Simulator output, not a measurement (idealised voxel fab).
The name of this process module is voxel tone inversion.
Cross-sectional view cut (width: 210 nm; square cell size: 5 nm).
Cross-section spec: square-cell grid; bands listed top down; each band is one or more rows.
Top, bottom (nm), then materials left to right with widths (nm); lone material tagged "all across" fills the whole band edge to edge; "blank" = empty space.
Basically, 0 is our baseline, since under it the wafer straight out of the box is all one material. The bottom band has no lower end and keeps on going down, so it looks like "z 0 and below".
When a width is written as two numbers, as in "30..40", the first number is the width in the top row of cells of the band and the second is the width in its bottom row, and the width changes by the same amount from each row to the next.
A step reported as "nothing changed" is a step in which no cell of the cross-section changed.
Enclosed voids (no open way to top), threshold 8 cells or more, entry "Cavities, closed", notation width x height at distance, distance from left edge, nm.
Past the settings on a step's line: simulator remark, on that step.
The "overlay nm" setting may appear on a step's line; for a step that uses a mask, it gives how far to the right of its planned position the mask lay, and a negative value indicates the left.

LISTED BELOW ARE THE PROCESS STEPS AS PLANNED
1. RECEIVE (material Si)
2. CONFORMAL_DEP (material SiCN; thk nm 5)
3. DIRECTIONAL_DEP (material aC; thk nm 20)
4. PATTERN (tone cover; mask id POSTS; material resist; width nm 15; pitch nm 45; thk nm 30; overlay nm 0)
5. DIRECTIONAL_ETCH (etch materials aC; depth nm 20)
6. STRIP (etch materials resist)
7. FILL_DEP (material SiO2; thk nm 5)
8. CMP (height nm 25)
9. STRIP (etch materials aC)

FIRST OF TWO WAFERS, WITH THE RUN CARRIED OUT AS PLANNED

CROSS-SECTION, INCOMING MATERIAL, AFTER STEP 1
z 0 and below | Si all across
Cavities, closed: none

ONCE STEP 2 IS THROUGH, THE WAFER LOOKS LIKE THIS IN CROSS-SECTION
z 5 to 0 | SiCN all across
below 0: unchanged

ONCE STEP 3 IS THROUGH, THE WAFER LOOKS LIKE THIS IN CROSS-SECTION
z 25 to 5 | aC all across
below 5: unchanged

ONCE STEP 4 IS THROUGH, THE WAFER LOOKS LIKE THIS IN CROSS-SECTION
z 55 to 25 | blank 75 | resist 15 | blank 30 | resist 15 | blank 75
below 25: unchanged

ONCE STEP 5 IS THROUGH, THE WAFER LOOKS LIKE THIS IN CROSS-SECTION
z 35 to 25 | blank 75 | resist 15 | blank 30 | resist 15 | blank 75
z 25 to 5 | blank 75 | aC 15 | blank 30 | aC 15 | blank 75
below 5: unchanged

ONCE STEP 6 IS THROUGH, THE WAFER LOOKS LIKE THIS IN CROSS-SECTION
z 25 to 5 | blank 75 | aC 15 | blank 30 | aC 15 | blank 75
below 5: unchanged

ONCE STEP 7 IS THROUGH, THE WAFER LOOKS LIKE THIS IN CROSS-SECTION
z 30 to 25 | SiO2 all across
z 25 to 5 | SiO2 75 | aC 15 | SiO2 30 | aC 15 | SiO2 75
below 5: unchanged

ONCE STEP 8 IS THROUGH, THE WAFER LOOKS LIKE THIS IN CROSS-SECTION
z 25 to 5 | SiO2 75 | aC 15 | SiO2 30 | aC 15 | SiO2 75
below 5: unchanged

ONCE STEP 9 IS THROUGH, THE WAFER LOOKS LIKE THIS IN CROSS-SECTION
z 25 to 5 | SiO2 75 | blank 15 | SiO2 30 | blank 15 | SiO2 75
below 5: unchanged

WAFER TWO OF THE PAIR: SAME ORIGIN, SAME PLAN, ONE ERROR DURING THE RUN; IDENTICAL TO WAFER ONE UP TO AND INCLUDING STEP 2

PLANNED END OF STEP 3: SECOND WAFER, CROSS-SECTION
z 25 to 5 | SiO2 all across
below 5: unchanged

PLANNED END OF STEP 4: SECOND WAFER, CROSS-SECTION
z 55 to 25 | blank 75 | resist 15 | blank 30 | resist 15 | blank 75
below 25: unchanged

PLANNED END OF STEP 5: SECOND WAFER, CROSS-SECTION
z 35 to 25 | blank 75 | resist 15 | blank 30 | resist 15 | blank 75
below 25: unchanged

PLANNED END OF STEP 6: SECOND WAFER, CROSS-SECTION
z 25 to 5 | SiO2 all across
below 5: unchanged

PLANNED END OF STEP 7: SECOND WAFER, CROSS-SECTION
z 30 to 5 | SiO2 all across
below 5: unchanged

PLANNED END OF STEP 8: SECOND WAFER, CROSS-SECTION
z 25 to 5 | SiO2 all across
below 5: unchanged

Planned end of step 9: second wafer, cross-section: nothing changed
The mistake made against the process plan was this: contrary to plan, step 3 was performed as DIRECTIONAL_DEP (material SiO2; thk nm 20)
Final cells, second wafer relative to first, materials higher or lower: +24 SiO2
